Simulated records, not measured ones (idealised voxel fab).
Module name: voxel air gaps (process module)
FYI the section here is cut, 240 nm wide, cells are 5 nm squares.
The cross-sections in this document take the form of a grid made of square cells. They are written out as bands, in order from top to bottom. Each band consists of one or more rows of cells.
Each band's line starts with the height of the band's top and of its bottom, in nm. Then come its materials from left to right, each with its width in nm. One material with "full width" fills the band from edge to edge. "empty" is empty space.
Beneath 0, the wafer as received is one material, and that level is where height counting begins. The lowest band goes on downward without a bottom; it is written like "0 nm and below".
The two numbers in a width such as "30 to 40" mark its ends across the band: the first belongs to the top row of cells, the second to the bottom row, and from each row to the next the width moves by the same amount.
The cross-section has no changed cell in any step marked "no alteration".
In "Sealed void inventory" the enclosed voids are listed, meaning empty spaces of 8 cells or larger without any opening to the top. The form is width x height at distance, distance from the left edge, units nm.
Past the settings on a step's line: simulator remark, on that step.
For masked steps, "overlay nm" on the step line gives how far right of plan the mask actually lay; a minus sign means it lay to the left.

**The planned process steps are enumerated hereunder**
1: op RECEIVE | material Si
2: op CONFORMAL_DEP | material SiO2 | thk nm 15
3: op CONFORMAL_DEP | material SiCN | thk nm 5
4: op DIRECTIONAL_DEP | material SiO2 | thk nm 40
5: op DIRECTIONAL_DEP | material aC | thk nm 10
6: op PATTERN | tone open | mask id LINES | material resist | width nm 25 | pitch nm 50 | thk nm 30 | overlay nm 0
7: op DIRECTIONAL_ETCH | etch materials aC | depth nm 10
8: op STRIP | etch materials resist
9: op DIRECTIONAL_ETCH | etch materials SiO2 | depth nm 40
10: op STRIP | etch materials aC
11: op CONFORMAL_DEP | material TiN | thk nm 5
12: op FILL_DEP | material Ru | thk nm 5
13: op CMP | height nm 60
14: op EPI | material Ru | thk nm 10
15: op SELECTIVE_ETCH | etch materials SiO2 | depth nm 50
16: op CONFORMAL_DEP | material SiCN | thk nm 5

**Delivered wafer in cross-section: state after step 1**
- 0 nm and below  Si full width
- Sealed void inventory: none

**What the wafer looks like in cross-section after this module, when it starts as shown above and follows the plan above but one mistake is made in running it**
- 75 nm to 70 nm  40 of empty, 155 of SiCN, 45 of empty
- 70 nm to 60 nm  40 of empty, 5 of SiCN, 45 of Ru, 5 of SiCN, 45 of Ru, 5 of SiCN, 45 of Ru, 5 of SiCN, 45 of empty
- 60 nm to 55 nm  40 of empty, 15 of SiCN, 5 of TiN, 15 of Ru, 5 of TiN, 25 of SiCN, 5 of TiN, 15 of Ru, 5 of TiN, 25 of SiCN, 5 of TiN, 15 of Ru, 5 of TiN, 15 of SiCN, 45 of empty
- 55 nm to 30 nm  50 of empty, 5 of SiCN, 5 of TiN, 15 of Ru, 5 of TiN, 5 of SiCN, 15 of empty, 5 of SiCN, 5 of TiN, 15 of Ru, 5 of TiN, 5 of SiCN, 15 of empty, 5 of SiCN, 5 of TiN, 15 of Ru, 5 of TiN, 5 of SiCN, 55 of empty
- 30 nm to 25 nm  55 of SiCN, 25 of TiN, 25 of SiCN, 25 of TiN, 25 of SiCN, 25 of TiN, 60 of SiCN
- 25 nm to 20 nm  SiCN full width
- 20 nm to 0 nm  SiO2 full width
- 0 nm and below  Si full width
- Sealed void inventory: 15 x 25 at 85; 15 x 25 at 135
The plan and the run diverged here: planned and actual differ for step 2; actual: op CONFORMAL_DEP | material SiO2 | thk nm 20
